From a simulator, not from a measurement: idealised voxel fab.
This is a process module. Its name is voxel tone inversion.
The cross-section on display is named cut; it measures 240 nm wide, and its cells are 5 nm squares.
Square cells in a grid make up a cross-section in this document, and the grid is given as bands, listed from the top down, each one or more rows of cells.
Band: top height; bottom height; in nm. Then, left to right: material with width in nm, for each material. "all across": a single material spanning edge to edge. "air": empty space.
Note: height 0 marks the level under which the wafer is uniformly one material as received. Lowest band unbounded below, written "0 down".
Quick explanation for "30->40": the width changes in equal steps down the rows of cells, from the first number in the band's top row to the second number in its bottom row.
Any step labelled "nothing changed" changed none of the cells in the cross-section.
Entry "Fully closed voids". Content: empty spaces with no open connection to the top, size 8 cells or greater. Each: width x height at distance. Distance: from left edge. Unit: nm.
Note: text after step settings on the step line = simulator remark on that step.
Each step line may optionally specify "overlay nm", which for a step with a mask gives the rightward distance between the mask's planned place and where it lay, a negative value indicating the leftward direction.
## Set out below are the planned steps of the process
1,RECEIVE,material Si
2,CONFORMAL_DEP,material SiN,thk nm 10
3,DIRECTIONAL_DEP,material aC,thk nm 15
4,PATTERN,tone cover,mask id POSTS,material resist,width nm 25,pitch nm 40,thk nm 25,overlay nm 0
5,DIRECTIONAL_ETCH,etch materials aC,depth nm 15
6,STRIP,etch materials resist
7,FILL_DEP,material lowk,thk nm 5
8,CMP,height nm 25
9,STRIP,etch materials aC
10,CONFORMAL_DEP,material TiN,thk nm 5
11,FILL_DEP,material Cu,thk nm 5
12,CMP,height nm 25
13,CONFORMAL_DEP,material SiN,thk nm 5
## as received, after step 1
- 0 down  Si all across
- Fully closed voids: none
## The first of the two wafers as seen in cross-section once the module was finished; processing followed the plan
- 30 to 25  SiN all across
- 25 to 15  lowk=65 / TiN=5 / Cu=15 / TiN=5 / lowk=15 / TiN=5 / Cu=15 / TiN=5 / lowk=15 / TiN=5 / Cu=15 / TiN=5 / lowk=70
- 15 to 10  lowk=65 / TiN=25 / lowk=15 / TiN=25 / lowk=15 / TiN=25 / lowk=70
- 10 to 0  SiN all across
- 0 down  Si all across
- Fully closed voids: none
## What the second wafer looks like in cross-section once the module is done. Its start and its plan matched the first wafer's exactly; what differed was one mistake in how it was run
- 30 to 25  SiN all across
- 25 to 15  Cu=60 / TiN=5 / lowk=25 / TiN=5 / Cu=5 / TiN=5 / lowk=25 / TiN=5 / Cu=5 / TiN=5 / lowk=25 / TiN=5 / Cu=65
- 15 to 10  TiN=65 / lowk=25 / TiN=15 / lowk=25 / TiN=15 / lowk=25 / TiN=70
- 10 to 0  SiN all across
- 0 down  Si all across
- Fully closed voids: none
Heads up, the wafer didn't run the way we planned it: step 4 was not run as planned; what actually ran was PATTERN,tone open,mask id POSTS,material resist,width nm 25,pitch nm 40,thk nm 25,overlay nm 0
Count the cells at the end and the second wafer has more or fewer of some materials than the first: 36 more of Cu, 18 more of TiN, 54 fewer of lowk
